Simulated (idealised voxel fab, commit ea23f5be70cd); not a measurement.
Process module under the name voxel released beams
The cross-section shown here is cut; it is 205 nm wide and divided into square cells measuring 5 nm on a side.
Think of the cross-section as a grid of square cells. We describe it in bands, top to bottom, and each band covers one or more rows of those cells.
A band entry consists of two parts. The first gives the height of the band's top and the height of its bottom, in nm. The rest lists the band's materials from left to right, each with its width in nm. A single material labelled with the word "edge to edge" fills the band from edge to edge, and the word "blank" marks empty space.
Heights are expressed relative to 0, this being the level below which the as-received wafer comprises one material exclusively. The lowest band is unbounded in the downward direction and is denoted as in "from 0 down".
A two-number width, for instance "30->40", indicates that the width is equal to the first number in the top row of the band and to the second number in the bottom row, and that it changes by a constant amount per row of cells.
Step marked "remains unaltered"? Then no cell in the cross-section changed in it.
You'll see "Fully enclosed voids" listing empty spaces that have no way open to the top, as long as they're 8 cells or more; the notation is width x height at distance, where the distance is from the left edge, and all of it is in nm.
Read whatever lies past the settings on a step's line as the simulator's own remark about the step.
overlay nm: where the mask lay relative to plan, measured to the right, on steps with a mask; negatives go left.

LIST OF PLANNED PROCESS STEPS
- 1: RECEIVE [material Si]
- 2: CONFORMAL_DEP [material SiN] [thk nm 10]
- 3: DIRECTIONAL_DEP [material SiO2] [thk nm 20]
- 4: MASKED_ETCH [tone open] [mask id ANCHOR] [width nm 30] [etch materials SiO2] [depth nm 20] [overlay nm 0]
- 5: CONFORMAL_DEP [material W] [thk nm 10]
- 6: MASKED_ETCH [tone cover] [mask id BEAM] [width nm 85] [etch materials W] [depth nm 10] [overlay nm 0]
- 7: STRIP [etch materials SiO2]

FIRST OF THE TWO WAFERS, RUN PER PLAN

CROSS-SECTIONAL VIEW OF THE WAFER IN ITS AS-RECEIVED CONDITION, CORRESPONDING TO THE STATE AFTER STEP 1
  from 0 down | Si edge to edge
  Fully enclosed voids: none

CROSS-SECTION THROUGH THE WAFER, STEP 2 FINISHED
  from 10 to 0 | SiN edge to edge
  Under the height 0 nothing was changed.

CROSS-SECTION THROUGH THE WAFER, STEP 3 FINISHED
  from 30 to 10 | SiO2 edge to edge
  Under the height 10 nothing was changed.

CROSS-SECTION THROUGH THE WAFER, STEP 4 FINISHED
  from 30 to 10 | SiO2: 60 | blank: 30 | SiO2: 115
  Under the height 10 nothing was changed.

CROSS-SECTION THROUGH THE WAFER, STEP 5 FINISHED
  from 40 to 30 | W: 70 | blank: 10 | W: 125
  from 30 to 20 | SiO2: 60 | W: 10 | blank: 10 | W: 10 | SiO2: 115
  from 20 to 10 | SiO2: 60 | W: 30 | SiO2: 115
  Under the height 10 nothing was changed.

CROSS-SECTION THROUGH THE WAFER, STEP 6 FINISHED
  from 40 to 30 | blank: 55 | W: 15 | blank: 10 | W: 60 | blank: 65
  Under the height 30 nothing was changed.

CROSS-SECTION THROUGH THE WAFER, STEP 7 FINISHED
  from 40 to 30 | blank: 55 | W: 15 | blank: 10 | W: 60 | blank: 65
  from 30 to 20 | blank: 60 | W: 10 | blank: 10 | W: 10 | blank: 115
  from 20 to 10 | blank: 60 | W: 30 | blank: 115
  Under the height 10 nothing was changed.

COMPANION WAFER, THE SECOND OF TWO: SAME BEGINNING, SAME INTENDED SEQUENCE, ONE MISTAKE IN CARRYING IT OUT; THROUGH STEP 3 INCLUSIVE IT TRACKS THE FIRST EXACTLY

SECOND WAFER, CROSS-SECTION, PLANNED END OF STEP 4
  from 30 to 10 | SiO2: 65 | blank: 30 | SiO2: 110
  Under the height 10 nothing was changed.

SECOND WAFER, CROSS-SECTION, PLANNED END OF STEP 5
  from 40 to 30 | W: 75 | blank: 10 | W: 120
  from 30 to 20 | SiO2: 65 | W: 10 | blank: 10 | W: 10 | SiO2: 110
  from 20 to 10 | SiO2: 65 | W: 30 | SiO2: 110
  Under the height 10 nothing was changed.

SECOND WAFER, CROSS-SECTION, PLANNED END OF STEP 6
  from 40 to 30 | blank: 55 | W: 20 | blank: 10 | W: 55 | blank: 65
  Under the height 30 nothing was changed.

SECOND WAFER, CROSS-SECTION, PLANNED END OF STEP 7
  from 40 to 30 | blank: 55 | W: 20 | blank: 10 | W: 55 | blank: 65
  from 30 to 20 | blank: 65 | W: 10 | blank: 10 | W: 10 | blank: 110
  from 20 to 10 | blank: 65 | W: 30 | blank: 110
  Under the height 10 nothing was changed.
Plan not followed: planned and actual differ for step 4; actual: MASKED_ETCH [tone open] [mask id ANCHOR] [width nm 30] [etch materials SiO2] [depth nm 20] [overlay nm 5]
By the end, you'd get the same cell count for each material on either wafer, but the second wafer puts them somewhere else.
